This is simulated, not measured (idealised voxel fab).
process module | voxel air gaps
cross-section cut | 205 nm wide | cells 5 nm
A cross-section is a grid of square cells, given in bands from the top down. A band is one or more rows of cells.
Each band's line starts with the height of the band's top and of its bottom, in nm. Then come its materials from left to right, each with its width in nm. One material with "throughout" fills the band from edge to edge. "air" is empty space.
Height 0 is the level under which the wafer as received is all one material. The lowest band goes on downwards, as in "0 down".
A width such as "30 to 40" changes by the same amount from each row of cells to the next, from the band's top row to its bottom row.
"no change" after a step means that no cell of the cross-section changed.
closed voids: empty space of 8 cells or more with no open way to the top, each as width x height at its distance from the left edge, in nm
after a step's settings: what the simulator itself notes on the step
overlay nm, on a step with a mask: how far to the right of its planned place the mask lay; to the left if negative
plan
1 op RECEIVE | material Si
2 op CONFORMAL_DEP | material SiO2 | thk nm 15
3 op CONFORMAL_DEP | material SiN | thk nm 5
4 op DIRECTIONAL_DEP | material lowk | thk nm 40
5 op DIRECTIONAL_DEP | material aC | thk nm 15
6 op PATTERN | tone open | mask id LINES | material resist | width nm 25 | pitch nm 50 | thk nm 30 | overlay nm 0
7 op DIRECTIONAL_ETCH | etch materials aC | depth nm 15
8 op STRIP | etch materials resist
9 op DIRECTIONAL_ETCH | etch materials lowk | depth nm 40
10 op STRIP | etch materials aC
11 op CONFORMAL_DEP | material TiN | thk nm 5
12 op FILL_DEP | material W | thk nm 10
13 op CMP | height nm 60
14 op EPI | material Ru | thk nm 10
15 op SELECTIVE_ETCH | etch materials lowk | depth nm 50
16 op CONFORMAL_DEP | material SiCN | thk nm 5
as received, after step 1
  0 down: Si throughout
  closed voids: none
first wafer at the end, as planned
  75 to 70: air 25 | SiCN 155 | air 25
  70 to 60: air 25 | SiCN 5 | Ru 45 | SiCN 5 | Ru 45 | SiCN 5 | Ru 45 | SiCN 5 | air 25
  60 to 55: air 25 | SiCN 15 | TiN 5 | W 15 | TiN 5 | SiCN 25 | TiN 5 | W 15 | TiN 5 | SiCN 25 | TiN 5 | W 15 | TiN 5 | SiCN 15 | air 25
  55 to 25: air 35 | SiCN 5 | TiN 5 | W 15 | TiN 5 | SiCN 5 | air 15 | SiCN 5 | TiN 5 | W 15 | TiN 5 | SiCN 5 | air 15 | SiCN 5 | TiN 5 | W 15 | TiN 5 | SiCN 5 | air 35
  25 to 20: SiCN 40 | TiN 25 | SiCN 25 | TiN 25 | SiCN 25 | TiN 25 | SiCN 40
  20 to 15: SiN throughout
  15 to 0: SiO2 throughout
  0 down: Si throughout
  closed voids: 15 x 30 at 70; 15 x 30 at 120
second wafer at the end: like start, like plan, one mistake
  75 to 70: air 25 | SiCN 155 | air 25
  70 to 60: air 25 | SiCN 5 | Ru 45 | SiCN 5 | Ru 45 | SiCN 5 | Ru 45 | SiCN 5 | air 25
  60 to 55: air 25 | SiCN 15 | TiN 5 | W 15 | TiN 5 | SiCN 25 | TiN 5 | W 15 | TiN 5 | SiCN 25 | TiN 5 | W 15 | TiN 5 | SiCN 15 | air 25
  55 to 40: air 35 | SiCN 5 | TiN 5 | W 15 | TiN 5 | SiCN 5 | air 15 | SiCN 5 | TiN 5 | W 15 | TiN 5 | SiCN 5 | air 15 | SiCN 5 | TiN 5 | W 15 | TiN 5 | SiCN 5 | air 35
  40 to 35: SiCN 40 | TiN 25 | SiCN 25 | TiN 25 | SiCN 25 | TiN 25 | SiCN 40
  35 to 30: SiN throughout
  30 to 0: SiO2 throughout
  0 down: Si throughout
  closed voids: 15 x 15 at 70; 15 x 15 at 120
what went wrong: step 2 was run twice
at the end the second wafer has, in cells: 18 fewer of SiCN | 123 more of SiO2 | 18 fewer of TiN | 27 fewer of W
